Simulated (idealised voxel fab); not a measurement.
The process module presented herein is designated voxel wiring stack.
Section shown: cut. Width: 270 nm. Cell size: 5 nm, square.
Cross-section layout: square cells on a grid; listed as bands, top to bottom; a band spans one or more cell rows. Look at the band entry: it leads with the top's height and the bottom's height in nm. Then it lists the materials left to right, with a width in nm for each. The word "edge to edge" on a single material says that material fills the band edge to edge. The word "air" is empty space. Note: height 0 marks the level under which the wafer is uniformly one material as received. Lowest band unbounded below, written "0 and below". Think of "30->40" as a width that walks from the first number to the second as you go down the band, top row to bottom row, taking equal-sized steps from row to row. Step marked "all unchanged"? Then no cell in the cross-section changed in it. Closed void catalog: empty space of 8 cells or more with no open way to the top, each as width x height at its distance from the left edge, in nm. Note: text after step settings on the step line = simulator remark on that step. The optional step-line setting "overlay nm" applies to steps with a mask and quantifies how far to the right of its planned location the mask lay, a negative value indicating leftward placement.
**Steps in the process plan**
1 RECEIVE | material Si
2 CONFORMAL_DEP | material SiO2 | thk nm 15
3 CONFORMAL_DEP | material SiCN | thk nm 5
4 DIRECTIONAL_DEP | material SiO2 | thk nm 15
5 PATTERN | tone open | mask id METAL_1 | material resist | width nm 20 | pitch nm 45 | thk nm 15 | overlay nm 0
6 DIRECTIONAL_ETCH | etch materials SiO2 | depth nm 15
7 DIRECTIONAL_ETCH | etch materials SiCN | depth nm 5
8 STRIP | etch materials resist
9 CONFORMAL_DEP | material TiN | thk nm 5
10 FILL_DEP | material Cu | thk nm 10
11 CMP | height nm 35
12 CONFORMAL_DEP | material SiCN | thk nm 5
13 DIRECTIONAL_DEP | material SiO2 | thk nm 35
14 PATTERN | tone open | mask id METAL_2_HOLES | material resist | width nm 15 | pitch nm 90 | thk nm 15 | overlay nm 0
15 DIRECTIONAL_ETCH | etch materials SiO2 | depth nm 35
16 STRIP | etch materials resist
17 PATTERN | tone open | mask id METAL_2 | material resist | width nm 20 | pitch nm 45 | thk nm 15 | overlay nm 0
18 DIRECTIONAL_ETCH | etch materials SiO2 | depth nm 20
19 DIRECTIONAL_ETCH | etch materials SiCN | depth nm 5
20 STRIP | etch materials resist
21 CONFORMAL_DEP | material TiN | thk nm 5
22 FILL_DEP | material Cu | thk nm 5
23 CMP | height nm 75
24 CONFORMAL_DEP | material SiCN | thk nm 5
**as received, after step 1**
	0 and below  Si edge to edge
	Closed void catalog: none
**As-planned run: cross-section of the first of two wafers at end of module**
	80 down to 75  SiCN edge to edge
	75 down to 60  80 of SiO2, then 5 of TiN, then 10 of Cu, then 5 of TiN, then 25 of SiO2, then 5 of TiN, then 10 of Cu, then 5 of TiN, then 25 of SiO2, then 5 of TiN, then 10 of Cu, then 5 of TiN, then 80 of SiO2
	60 down to 55  80 of SiO2, then 5 of TiN, then 5 of Cu, then 10 of TiN, then 25 of SiO2, then 20 of TiN, then 25 of SiO2, then 5 of TiN, then 5 of Cu, then 10 of TiN, then 80 of SiO2
	55 down to 40  80 of SiO2, then 5 of TiN, then 5 of Cu, then 5 of TiN, then 75 of SiO2, then 5 of TiN, then 5 of Cu, then 5 of TiN, then 85 of SiO2
	40 down to 35  80 of SiCN, then 15 of TiN, then 75 of SiCN, then 15 of TiN, then 85 of SiCN
	35 down to 20  80 of SiO2, then 5 of TiN, then 10 of Cu, then 5 of TiN, then 25 of SiO2, then 5 of TiN, then 10 of Cu, then 5 of TiN, then 25 of SiO2, then 5 of TiN, then 10 of Cu, then 5 of TiN, then 80 of SiO2
	20 down to 15  80 of SiCN, then 20 of TiN, then 25 of SiCN, then 20 of TiN, then 25 of SiCN, then 20 of TiN, then 80 of SiCN
	15 down to 0  SiO2 edge to edge
	0 and below  Si edge to edge
	Closed void catalog: none
**Cross-sectional image of the second wafer of the two following completion of the module. Starting state and process plan were the same as for the first wafer; one execution error occurred**
	80 down to 75  SiCN edge to edge
	75 down to 60  75 of SiO2, then 5 of TiN, then 15 of Cu, then 5 of TiN, then 25 of SiO2, then 5 of TiN, then 10 of Cu, then 5 of TiN, then 20 of SiO2, then 5 of TiN, then 15 of Cu, then 5 of TiN, then 80 of SiO2
	60 down to 55  75 of SiO2, then 5 of TiN, then 15 of Cu, then 5 of TiN, then 25 of SiO2, then 20 of TiN, then 20 of SiO2, then 5 of TiN, then 15 of Cu, then 5 of TiN, then 80 of SiO2
	55 down to 45  75 of SiO2, then 5 of TiN, then 15 of Cu, then 5 of TiN, then 65 of SiO2, then 5 of TiN, then 15 of Cu, then 5 of TiN, then 80 of SiO2
	45 down to 40  75 of SiO2, then 10 of TiN, then 10 of Cu, then 5 of TiN, then 65 of SiO2, then 10 of TiN, then 10 of Cu, then 5 of TiN, then 80 of SiO2
	40 down to 35  80 of SiCN, then 20 of TiN, then 70 of SiCN, then 20 of TiN, then 80 of SiCN
	35 down to 20  80 of SiO2, then 5 of TiN, then 10 of Cu, then 5 of TiN, then 25 of SiO2, then 5 of TiN, then 10 of Cu, then 5 of TiN, then 25 of SiO2, then 5 of TiN, then 10 of Cu, then 5 of TiN, then 80 of SiO2
	20 down to 15  80 of SiCN, then 20 of TiN, then 25 of SiCN, then 20 of TiN, then 25 of SiCN, then 20 of TiN, then 80 of SiCN
	15 down to 0  SiO2 edge to edge
	0 and below  Si edge to edge
	Closed void catalog: none
Plan not followed: step 14 went in with a setting other than planned; the actual run was PATTERN | tone open | mask id METAL_2_HOLES | material resist | width nm 25 | pitch nm 90 | thk nm 15 | overlay nm 0
Final wafer comparison in cells, second versus first, more or fewer per material: Cu: 20 more, SiCN: 2 fewer, SiO2: 20 fewer, TiN: 2 more
